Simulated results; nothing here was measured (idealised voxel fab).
The following is a process module called voxel ribs on slabs.
Displayed cross-section: cut, width of 155 nm, square cells sized 5 nm.
A cross-section in this document is a grid of square cells, and it is written down as bands, the top band listed before the ones below it; a band is made up of one or more rows of cells.
Band: top height; bottom height; in nm. Then, left to right: material with width in nm, for each material. "full width": a single material spanning edge to edge. "blank": empty space.
Convention: height 0 is the level below which the wafer, as received, is all one material. The lowest band does not terminate at the bottom but continues downward, represented as "z 0 and below".
So if you see something like "30 to 40" for the width, read it as the top row of the band sitting at the first number and the bottom row at the second, with every row in between moving by the same amount as the last.
When a step is marked "nothing was modified", none of the cells in the cross-section changed during that step.
"Enclosed void listing" enumerates empty spaces isolated from the top, with no open way to it, that contain at least 8 cells, giving each as width x height at distance from the left edge, all three in nm.
Anything after a step's settings on that line? It's the simulator's own note about the step.
overlay nm: how far to the right of its planned place the mask lay on this masked step (negative: to the left).
Intended process steps
1) RECEIVE with material Si
2) DIRECTIONAL_DEP with material SiO2, thk nm 20
3) DIRECTIONAL_DEP with material polySi, thk nm 20
4) PATTERN with tone cover, mask id RIB, material resist, width nm 15, thk nm 15, overlay nm 0
5) DIRECTIONAL_ETCH with etch materials polySi, depth nm 5
6) STRIP with etch materials resist
7) MASKED_ETCH with tone cover, mask id SLAB, width nm 65, etch materials polySi, depth nm 15, overlay nm 0
8) FILL_DEP with material SiO2, thk nm 30
9) CMP with height nm 60
10) DIRECTIONAL_DEP with material W, thk nm 5
11) DIRECTIONAL_DEP with material aC, thk nm 15
12) PATTERN with tone cover, mask id HEATER, material resist, width nm 25, thk nm 35, overlay nm 0
13) DIRECTIONAL_ETCH with etch materials aC, depth nm 15
14) STRIP with etch materials resist
15) DIRECTIONAL_ETCH with etch materials W, depth nm 5
16) STRIP with etch materials aC
17) CONFORMAL_DEP with material SiN, thk nm 10
Same starting wafers, different width nm at step 7. Plan value belongs to the first wafer.
first wafer as received, after step 1
  z 0 and below  Si full width
  Enclosed void listing: none
Per wafer, end of module: cells gained (+) or lost (-) per material since receipt, then closed voids
width nm 65; +66 SiN; +330 SiO2; +5 W; +42 polySi; Enclosed void listing: none
width nm 70; +66 SiN; +327 SiO2; +5 W; +45 polySi; Enclosed void listing: none
width nm 75; +66 SiN; +324 SiO2; +5 W; +48 polySi; Enclosed void listing: none
width nm 80; +66 SiN; +321 SiO2; +5 W; +51 polySi; Enclosed void listing: none
width nm 85; +66 SiN; +318 SiO2; +5 W; +54 polySi; Enclosed void listing: none
width nm 90; +66 SiN; +315 SiO2; +5 W; +57 polySi; Enclosed void listing: none
